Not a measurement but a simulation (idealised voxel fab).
process module | voxel spacer lines
cross-section cut | 290 nm wide | cells 5 nm
A cross-section is a grid of square cells, given in bands from the top down. A band is one or more rows of cells.
Each band's line starts with the height of the band's top and of its bottom, in nm. Then come its materials from left to right, each with its width in nm. One material with "throughout" fills the band from edge to edge. "air" is empty space.
Height 0 is the level under which the wafer as received is all one material. The lowest band goes on downwards, as in "0 down".
A width such as "30 to 40" changes by the same amount from each row of cells to the next, from the band's top row to its bottom row.
"no change" after a step means that no cell of the cross-section changed.
closed voids: empty space of 8 cells or more with no open way to the top, each as width x height at its distance from the left edge, in nm
after a step's settings: what the simulator itself notes on the step
overlay nm, on a step with a mask: how far to the right of its planned place the mask lay; to the left if negative
plan
1 op RECEIVE | material Si
2 op CONFORMAL_DEP | material Al2O3 | thk nm 10
3 op DIRECTIONAL_DEP | material W | thk nm 10
4 op DIRECTIONAL_DEP | material polySi | thk nm 30
5 op PATTERN | tone cover | mask id MANDREL | material resist | width nm 20 | pitch nm 60 | thk nm 40 | overlay nm 0
6 op DIRECTIONAL_ETCH | etch materials polySi | depth nm 30
7 op STRIP | etch materials resist
8 op CONFORMAL_DEP | material SiN | thk nm 10
9 op DIRECTIONAL_ETCH | etch materials SiN | depth nm 10
10 op STRIP | etch materials polySi
11 op DIRECTIONAL_ETCH | etch materials W | depth nm 10
12 op STRIP | etch materials SiN
as received, after step 1
  0 down: Si throughout
  closed voids: none
a wafer at the end: this start, this plan, one mistake
  60 to 50: air 95 | Al2O3 40 | air 20 | Al2O3 40 | air 95
  50 to 30: air 95 | Al2O3 10 | polySi 20 | Al2O3 10 | air 20 | Al2O3 10 | polySi 20 | Al2O3 10 | air 95
  30 to 20: Al2O3 105 | polySi 20 | Al2O3 40 | polySi 20 | Al2O3 105
  20 to 10: W throughout
  10 to 0: Al2O3 throughout
  0 down: Si throughout
  closed voids: none
what went wrong: step 8 ran as: op CONFORMAL_DEP | material Al2O3 | thk nm 10
